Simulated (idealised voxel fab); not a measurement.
The process module that follows is named voxel quadruple lines.
The cross-section on display is named cut; it measures 215 nm wide, and its cells are 5 nm squares.
In this document a cross-section is written as a grid of square cells. It is given as a series of bands, listed from the top down, and a band is one or more rows of cells.
Read a band's entry like this: the first values are the height of its top and the height of its bottom in nm, and what follows is the sequence of materials from left to right, each with its width in nm. Note that "empty" is empty space, and that a single material marked "full width" reaches across the band from edge to edge.
Where do heights start? At 0: under that level the wafer as delivered is made of one material only. And the lowest band has no floor; it just carries on downward, as in "0 down".
The width entry "30->40" should be interpreted row by row: the top row of cells in the band takes the first number, the bottom row takes the second number, and the change between adjacent rows is uniform throughout.
What does "remained the same" mean for a step? It means no cell of the cross-section changed in that step.
"Closed voids list": sealed empty spaces, 8 cells or more, no open way to top, listed width x height at distance, with distance from the left edge and width, height and distance in nm.
after a step's settings: what the simulator itself notes on the step
overlay nm, on a step with a mask: how far to the right of its planned place the mask lay; to the left if negative
## So here's the lineup of process steps we planned
1,RECEIVE,material Si
2,CONFORMAL_DEP,material Al2O3,thk nm 5
3,DIRECTIONAL_DEP,material TiN,thk nm 15
4,DIRECTIONAL_DEP,material polySi,thk nm 15
5,DIRECTIONAL_DEP,material aC,thk nm 20
6,PATTERN,tone cover,mask id MANDREL,material resist,width nm 20,thk nm 30,overlay nm -15
7,DIRECTIONAL_ETCH,etch materials aC,depth nm 20
8,STRIP,etch materials resist
9,CONFORMAL_DEP,material SiO2,thk nm 10
10,DIRECTIONAL_ETCH,etch materials SiO2,depth nm 10
11,STRIP,etch materials aC
12,DIRECTIONAL_ETCH,etch materials polySi,depth nm 15
13,STRIP,etch materials SiO2
14,CONFORMAL_DEP,material SiCN,thk nm 5
15,DIRECTIONAL_ETCH,etch materials SiCN,depth nm 5
16,STRIP,etch materials polySi
17,DIRECTIONAL_ETCH,etch materials TiN,depth nm 15
18,STRIP,etch materials SiCN
Split variable: overlay nm, step 6. Plan value = first wafer. Wafers start alike.
## Received wafers, first of several: cross-section after step 1
- 0 down | Si full width
- Closed voids list: none
## Module end state after final step 18: cross-section of the first of several wafers
- 20 to 5 | empty 65, then TiN 5, then empty 10, then TiN 5, then empty 10, then TiN 5, then empty 10, then TiN 5, then empty 100
- 5 to 0 | Al2O3 full width
- 0 down | Si full width
- Closed voids list: none
## Cross-section of the last wafer at end of module
- 20 to 5 | empty 95, then TiN 5, then empty 10, then TiN 5, then empty 10, then TiN 5, then empty 10, then TiN 5, then empty 70
- 5 to 0 | Al2O3 full width
- 0 down | Si full width
- Closed voids list: none
## Below: a row per wafer. Contents at end of module: for every material, cells gained since receipt (+) or lost since receipt (-); then closed voids
overlay nm -15 | +43 Al2O3 | +12 TiN | Closed voids list: none
overlay nm -10 | +43 Al2O3 | +12 TiN | Closed voids list: none
overlay nm -5 | +43 Al2O3 | +12 TiN | Closed voids list: none
overlay nm 0 | +43 Al2O3 | +12 TiN | Closed voids list: none
overlay nm 5 | +43 Al2O3 | +12 TiN | Closed voids list: none
overlay nm 10 | +43 Al2O3 | +12 TiN | Closed voids list: none
overlay nm 15 | +43 Al2O3 | +12 TiN | Closed voids list: none
